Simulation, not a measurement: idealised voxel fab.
The document below concerns the process module designated voxel double patterning.
For reference, the cross-section in this document is cut, with width 250 nm and square cells of 5 nm.
Cross-section format: a grid of square cells, given as bands from top to bottom; each band is one or more rows of cells.
It is stipulated that each band's entry specify, in nanometres, the height of the top of the band and then that of its bottom, followed by the materials of the band in left-to-right sequence, each together with its width in nanometres. A single material marked by the word "all across" is understood to fill the band from edge to edge; the word "empty" is understood to denote empty space.
Measure heights from 0. That's the level where, below it, the as-received wafer is all one material. The lowest band is bottomless and extends downward; write it as in "0 nm and below".
Width "30 to 40": first value at the band's top row of cells, second value at its bottom row, equal change from row to row.
For the purposes of this document, the phrase "same as before" attached to a step denotes that no cell within the cross-section was modified by that step.
The entry titled "Trapped void list" provides the empty spaces that have no open way to the top, restricted to those of 8 cells or more. Each is presented as width x height at distance, the distance being measured from the left edge, with all three in nm.
If you see something after the settings on a step's line, that's the simulator's own remark about that step.
"overlay nm" denotes, for a step that has a mask, the displacement of the mask to the right of its planned place, with negative values corresponding to the left.

**The steps planned for the process are as follows**
1,op RECEIVE | material Si
2,op CONFORMAL_DEP | material SiO2 | thk nm 10
3,op DIRECTIONAL_DEP | material polySi | thk nm 20
4,op DIRECTIONAL_DEP | material SiN | thk nm 5
5,op MASKED_ETCH | tone open | mask id FIRST | width nm 15 | pitch nm 50 | etch materials SiN | depth nm 5 | overlay nm 0
6,op MASKED_ETCH | tone open | mask id SECOND | width nm 15 | pitch nm 50 | etch materials SiN | depth nm 5 | overlay nm -15
7,op DIRECTIONAL_ETCH | etch materials polySi | depth nm 20
8,op STRIP | etch materials SiN
Among the wafers covered here, the point of difference is the overlay nm at step 6; their starting state is shared, and the plan presents the value of the first wafer.

**Received wafers, first of several: cross-section after step 1**
	0 nm and below = Si all across
	Trapped void list: none

**Cross-section after step 8, the final step of the module, for the first of several wafers**
	30 nm to 10 nm = 65 polySi; 25 empty; 25 polySi; 25 empty; 25 polySi; 15 empty; 70 polySi
	10 nm to 0 nm = SiO2 all across
	0 nm and below = Si all across
	Trapped void list: none

**End of module: cross-section, last of several wafers**
	30 nm to 10 nm = 65 polySi; 15 empty; 25 polySi; 25 empty; 25 polySi; 25 empty; 70 polySi
	10 nm to 0 nm = SiO2 all across
	0 nm and below = Si all across
	Trapped void list: none

**each wafer at the end: cells of each material gained (+) or lost (-) since it was received, then its closed voids**
overlay nm -15, +100 SiO2, +148 polySi, Trapped void list: none
overlay nm -10, +100 SiO2, +140 polySi, Trapped void list: none
overlay nm -5, +100 SiO2, +140 polySi, Trapped void list: none
overlay nm 0, +100 SiO2, +140 polySi, Trapped void list: none
overlay nm 5, +100 SiO2, +140 polySi, Trapped void list: none
overlay nm 10, +100 SiO2, +140 polySi, Trapped void list: none
overlay nm 15, +100 SiO2, +148 polySi, Trapped void list: none
